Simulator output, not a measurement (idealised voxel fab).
process module | voxel capacitor over wiring
cross-section cut | 220 nm wide | cells 5 nm
A cross-section is a grid of square cells, given in bands from the top down. A band is one or more rows of cells.
Each band's line starts with the height of the band's top and of its bottom, in nm. Then come its materials from left to right, each with its width in nm. One material with "throughout" fills the band from edge to edge. "air" is empty space.
Height 0 is the level under which the wafer as received is all one material. The lowest band goes on downwards, as in "0 down".
A width such as "30 to 40" changes by the same amount from each row of cells to the next, from the band's top row to its bottom row.
"no change" after a step means that no cell of the cross-section changed.
closed voids: empty space of 8 cells or more with no open way to the top, each as width x height at its distance from the left edge, in nm
after a step's settings: what the simulator itself notes on the step
overlay nm, on a step with a mask: how far to the right of its planned place the mask lay; to the left if negative
plan
1 op RECEIVE | material Si
2 op CONFORMAL_DEP | material SiO2 | thk nm 15
3 op CONFORMAL_DEP | material SiN | thk nm 5
4 op DIRECTIONAL_DEP | material SiO2 | thk nm 15
5 op DIRECTIONAL_DEP | material aC | thk nm 10
6 op PATTERN | tone open | mask id METAL_1 | material resist | width nm 25 | pitch nm 95 | thk nm 30 | overlay nm 0
7 op DIRECTIONAL_ETCH | etch materials aC | depth nm 10
8 op STRIP | etch materials resist
9 op DIRECTIONAL_ETCH | etch materials SiO2 | depth nm 15
10 op DIRECTIONAL_ETCH | etch materials SiN | depth nm 5
11 op STRIP | etch materials aC
12 op CONFORMAL_DEP | material TiN | thk nm 5
13 op FILL_DEP | material W | thk nm 10
14 op CMP | height nm 35
15 op CONFORMAL_DEP | material SiCN | thk nm 5
16 op DIRECTIONAL_DEP | material lowk | thk nm 15
17 op MASKED_ETCH | tone open | mask id PLUG_1 | width nm 15 | etch materials lowk | depth nm 15 | overlay nm 0
18 op MASKED_ETCH | tone open | mask id PLUG_1 | width nm 15 | etch materials SiCN | depth nm 5 | overlay nm 0
19 op EPI | material Ru | thk nm 10
20 op EPI | material Ru | thk nm 10
21 op DIRECTIONAL_DEP | material TiN | thk nm 5
22 op DIRECTIONAL_DEP | material HfO2 | thk nm 5
23 op DIRECTIONAL_DEP | material TiN | thk nm 5
24 op DIRECTIONAL_DEP | material aC | thk nm 10
25 op PATTERN | tone cover | mask id UPPER_PLATE | material resist | width nm 75 | thk nm 30 | overlay nm 0
26 op DIRECTIONAL_ETCH | etch materials aC | depth nm 10
27 op STRIP | etch materials resist
28 op DIRECTIONAL_ETCH | etch materials TiN | depth nm 5
29 op DIRECTIONAL_ETCH | etch materials HfO2 | depth nm 5
30 op STRIP | etch materials aC
31 op PATTERN | tone cover | mask id LOWER_PLATE | material resist | width nm 85 | thk nm 15 | overlay nm 0
32 op DIRECTIONAL_ETCH | etch materials TiN | depth nm 5
33 op STRIP | etch materials resist
34 op FILL_DEP | material SiO2 | thk nm 20
35 op CMP | height nm 85
36 op DIRECTIONAL_DEP | material aC | thk nm 10
37 op PATTERN | tone open | mask id PLUG_2 | material resist | width nm 15 | thk nm 30 | overlay nm 0
38 op DIRECTIONAL_ETCH | etch materials aC | depth nm 10
39 op STRIP | etch materials resist
40 op DIRECTIONAL_ETCH | etch materials SiO2 | depth nm 15
41 op STRIP | etch materials aC
42 op CONFORMAL_DEP | material TiN | thk nm 5
43 op FILL_DEP | material Cu | thk nm 10
44 op CMP | height nm 85
45 op CONFORMAL_DEP | material SiCN | thk nm 5
first wafer, as planned
as received, after step 1
  0 down: Si throughout
  closed voids: none
after step 2
  15 to 0: SiO2 throughout
  below 0: unchanged
after step 3
  20 to 15: SiN throughout
  below 15: unchanged
after step 4
  35 to 20: SiO2 throughout
  below 20: unchanged
after step 5
  45 to 35: aC throughout
  below 35: unchanged
after step 6
  75 to 45: resist 50 | air 25 | resist 70 | air 25 | resist 50
  below 45: unchanged
after step 7
  65 to 45: resist 50 | air 25 | resist 70 | air 25 | resist 50
  45 to 35: aC 50 | air 25 | aC 70 | air 25 | aC 50
  below 35: unchanged
after step 8
  45 to 35: aC 50 | air 25 | aC 70 | air 25 | aC 50
  below 35: unchanged
after step 9
  45 to 35: aC 50 | air 25 | aC 70 | air 25 | aC 50
  35 to 20: SiO2 50 | air 25 | SiO2 70 | air 25 | SiO2 50
  below 20: unchanged
after step 10
  45 to 35: aC 50 | air 25 | aC 70 | air 25 | aC 50
  35 to 20: SiO2 50 | air 25 | SiO2 70 | air 25 | SiO2 50
  20 to 15: SiN 50 | air 25 | SiN 70 | air 25 | SiN 50
  below 15: unchanged
after step 11
  35 to 20: SiO2 50 | air 25 | SiO2 70 | air 25 | SiO2 50
  below 20: unchanged
after step 12
  40 to 35: TiN 55 | air 15 | TiN 80 | air 15 | TiN 55
  35 to 20: SiO2 50 | TiN 5 | air 15 | TiN 5 | SiO2 70 | TiN 5 | air 15 | TiN 5 | SiO2 50
  20 to 15: SiN 50 | TiN 25 | SiN 70 | TiN 25 | SiN 50
  below 15: unchanged
after step 13
  50 to 40: W throughout
  40 to 35: TiN 55 | W 15 | TiN 80 | W 15 | TiN 55
  35 to 20: SiO2 50 | TiN 5 | W 15 | TiN 5 | SiO2 70 | TiN 5 | W 15 | TiN 5 | SiO2 50
  below 20: unchanged
after step 14
  35 to 20: SiO2 50 | TiN 5 | W 15 | TiN 5 | SiO2 70 | TiN 5 | W 15 | TiN 5 | SiO2 50
  below 20: unchanged
after step 15
  40 to 35: SiCN throughout
  below 35: unchanged
after step 16
  55 to 40: lowk throughout
  below 40: unchanged
after step 17
  55 to 40: lowk 60 | air 15 | lowk 145
  below 40: unchanged
after step 18
  55 to 40: lowk 60 | air 15 | lowk 145
  40 to 35: SiCN 60 | air 15 | SiCN 145
  below 35: unchanged
after step 19
  55 to 45: lowk 60 | air 15 | lowk 145
  45 to 40: lowk 60 | Ru 15 | lowk 145
  40 to 35: SiCN 60 | Ru 15 | SiCN 145
  below 35: unchanged
after step 20
  55 to 40: lowk 60 | Ru 15 | lowk 145
  below 40: unchanged
after step 21
  60 to 55: TiN throughout
  below 55: unchanged
after step 22
  65 to 60: HfO2 throughout
  below 60: unchanged
after step 23
  70 to 65: TiN throughout
  below 65: unchanged
after step 24
  80 to 70: aC throughout
  below 70: unchanged
after step 25
  110 to 80: air 60 | resist 75 | air 85
  below 80: unchanged
after step 26
  100 to 80: air 60 | resist 75 | air 85
  80 to 70: air 60 | aC 75 | air 85
  below 70: unchanged
after step 27
  80 to 70: air 60 | aC 75 | air 85
  below 70: unchanged
after step 28
  80 to 70: air 60 | aC 75 | air 85
  70 to 65: air 60 | TiN 75 | air 85
  below 65: unchanged
after step 29
  80 to 70: air 60 | aC 75 | air 85
  70 to 65: air 60 | TiN 75 | air 85
  65 to 60: air 60 | HfO2 75 | air 85
  below 60: unchanged
after step 30
  70 to 65: air 60 | TiN 75 | air 85
  below 65: unchanged
after step 31
  85 to 70: air 55 | resist 85 | air 80
  70 to 65: air 55 | resist 5 | TiN 75 | resist 5 | air 80
  65 to 60: air 55 | resist 5 | HfO2 75 | resist 5 | air 80
  below 60: unchanged
after step 32
  85 to 70: air 55 | resist 85 | air 80
  70 to 65: air 55 | resist 5 | TiN 75 | resist 5 | air 80
  65 to 60: air 55 | resist 5 | HfO2 75 | resist 5 | air 80
  60 to 55: air 55 | TiN 85 | air 80
  below 55: unchanged
after step 33
  70 to 65: air 60 | TiN 75 | air 85
  65 to 60: air 60 | HfO2 75 | air 85
  below 60: unchanged
after step 34
  90 to 70: SiO2 throughout
  70 to 65: SiO2 60 | TiN 75 | SiO2 85
  65 to 60: SiO2 60 | HfO2 75 | SiO2 85
  60 to 55: SiO2 55 | TiN 85 | SiO2 80
  below 55: unchanged
after step 35
  85 to 70: SiO2 throughout
  below 70: unchanged
after step 36
  95 to 85: aC throughout
  below 85: unchanged
after step 37
  125 to 95: resist 70 | air 15 | resist 135
  below 95: unchanged
after step 38
  115 to 95: resist 70 | air 15 | resist 135
  95 to 85: aC 70 | air 15 | aC 135
  below 85: unchanged
after step 39
  95 to 85: aC 70 | air 15 | aC 135
  below 85: unchanged
after step 40
  95 to 85: aC 70 | air 15 | aC 135
  85 to 70: SiO2 70 | air 15 | SiO2 135
  below 70: unchanged
after step 41
  85 to 70: SiO2 70 | air 15 | SiO2 135
  below 70: unchanged
after step 42
  90 to 85: TiN 75 | air 5 | TiN 140
  85 to 75: SiO2 70 | TiN 5 | air 5 | TiN 5 | SiO2 135
  75 to 65: SiO2 70 to 60 | TiN 15 to 75 | SiO2 135 to 85
  below 65: unchanged
after step 43
  100 to 90: Cu throughout
  90 to 85: TiN 75 | Cu 5 | TiN 140
  85 to 75: SiO2 70 | TiN 5 | Cu 5 | TiN 5 | SiO2 135
  below 75: unchanged
after step 44
  85 to 75: SiO2 70 | TiN 5 | Cu 5 | TiN 5 | SiO2 135
  below 75: unchanged
after step 45
  90 to 85: SiCN throughout
  below 85: unchanged
second wafer: like start, like plan, one mistake. Through step 18 it matches the first wafer
when step 20 should have ended
  65 to 55: air 50 | Ru 35 | air 135
  55 to 40: lowk 60 | Ru 15 | lowk 145
  40 to 35: SiCN 60 | Ru 15 | SiCN 145
  below 35: unchanged
when step 21 should have ended
  70 to 65: air 50 | TiN 35 | air 135
  65 to 60: air 50 | Ru 35 | air 135
  60 to 55: TiN 50 | Ru 35 | TiN 135
  below 55: unchanged
when step 22 should have ended
  75 to 70: air 50 | HfO2 35 | air 135
  70 to 65: air 50 | TiN 35 | air 135
  65 to 60: HfO2 50 | Ru 35 | HfO2 135
  below 60: unchanged
when step 23 should have ended
  80 to 75: air 50 | TiN 35 | air 135
  75 to 70: air 50 | HfO2 35 | air 135
  70 to 65: TiN throughout
  below 65: unchanged
when step 24 should have ended
  90 to 80: air 50 | aC 35 | air 135
  80 to 75: aC 50 | TiN 35 | aC 135
  75 to 70: aC 50 | HfO2 35 | aC 135
  below 70: unchanged
when step 25 should have ended
  120 to 90: air 60 | resist 75 | air 85
  90 to 80: air 50 | aC 35 | resist 50 | air 85
  below 80: unchanged
when step 26 should have ended
  110 to 90: air 60 | resist 75 | air 85
  90 to 80: air 60 | aC 25 | resist 50 | air 85
  80 to 75: air 50 | TiN 35 | aC 50 | air 85
  75 to 70: air 50 | HfO2 35 | aC 50 | air 85
  below 70: unchanged
when step 27 should have ended
  90 to 80: air 60 | aC 25 | air 135
  below 80: unchanged
when step 28 should have ended
  90 to 80: air 60 | aC 25 | air 135
  80 to 75: air 60 | TiN 25 | aC 50 | air 85
  75 to 70: air 50 | HfO2 35 | aC 50 | air 85
  70 to 65: air 50 | TiN 85 | air 85
  below 65: unchanged
when step 29 should have ended
  90 to 80: air 60 | aC 25 | air 135
  80 to 75: air 60 | TiN 25 | aC 50 | air 85
  75 to 70: air 60 | HfO2 25 | aC 50 | air 85
  70 to 65: air 50 | TiN 85 | air 85
  65 to 60: air 50 | Ru 35 | HfO2 50 | air 85
  below 60: unchanged
when step 30 should have ended
  80 to 75: air 60 | TiN 25 | air 135
  75 to 70: air 60 | HfO2 25 | air 135
  below 70: unchanged
when step 31 should have ended
  95 to 80: air 55 | resist 85 | air 80
  80 to 75: air 55 | resist 5 | TiN 25 | resist 55 | air 80
  75 to 70: air 55 | resist 5 | HfO2 25 | resist 55 | air 80
  70 to 65: air 50 | TiN 85 | resist 5 | air 80
  65 to 60: air 50 | Ru 35 | HfO2 50 | resist 5 | air 80
  below 60: unchanged
when step 32 should have ended
  95 to 80: air 55 | resist 85 | air 80
  80 to 75: air 55 | resist 5 | TiN 25 | resist 55 | air 80
  75 to 70: air 55 | resist 5 | HfO2 25 | resist 55 | air 80
  70 to 65: air 55 | TiN 80 | resist 5 | air 80
  65 to 60: air 50 | Ru 35 | HfO2 50 | resist 5 | air 80
  60 to 55: air 50 | Ru 35 | TiN 55 | air 80
  below 55: unchanged
when step 33 should have ended
  80 to 75: air 60 | TiN 25 | air 135
  75 to 70: air 60 | HfO2 25 | air 135
  70 to 65: air 55 | TiN 80 | air 85
  65 to 60: air 50 | Ru 35 | HfO2 50 | air 85
  below 60: unchanged
when step 34 should have ended
  100 to 80: SiO2 throughout
  80 to 75: SiO2 60 | TiN 25 | SiO2 135
  75 to 70: SiO2 60 | HfO2 25 | SiO2 135
  70 to 65: SiO2 55 | TiN 80 | SiO2 85
  65 to 60: SiO2 50 | Ru 35 | HfO2 50 | SiO2 85
  60 to 55: SiO2 50 | Ru 35 | TiN 55 | SiO2 80
  below 55: unchanged
when step 35 should have ended
  85 to 80: SiO2 throughout
  below 80: unchanged
when step 36 should have ended
  95 to 85: aC throughout
  below 85: unchanged
when step 37 should have ended
  125 to 95: resist 70 | air 15 | resist 135
  below 95: unchanged
when step 38 should have ended
  115 to 95: resist 70 | air 15 | resist 135
  95 to 85: aC 70 | air 15 | aC 135
  below 85: unchanged
when step 39 should have ended
  95 to 85: aC 70 | air 15 | aC 135
  below 85: unchanged
when step 40 should have ended
  95 to 85: aC 70 | air 15 | aC 135
  85 to 80: SiO2 70 | air 15 | SiO2 135
  below 80: unchanged
when step 41 should have ended
  85 to 80: SiO2 70 | air 15 | SiO2 135
  below 80: unchanged
when step 42 should have ended
  90 to 85: TiN 75 | air 5 | TiN 140
  85 to 75: SiO2 70 to 60 | TiN 15 to 25 | SiO2 135
  below 75: unchanged
when step 43 should have ended
  100 to 90: Cu throughout
  90 to 85: TiN 75 | Cu 5 | TiN 140
  below 85: unchanged
when step 44 should have ended
  85 to 75: SiO2 70 to 60 | TiN 15 to 25 | SiO2 135
  below 75: unchanged
when step 45 should have ended
  90 to 85: SiCN throughout
  below 85: unchanged
what went wrong: one of the steps 19 and 20, which are alike, was run twice
at the end the second wafer has, in cells: 2 fewer of Cu | 14 more of Ru | 8 fewer of SiO2 | 4 fewer of TiN
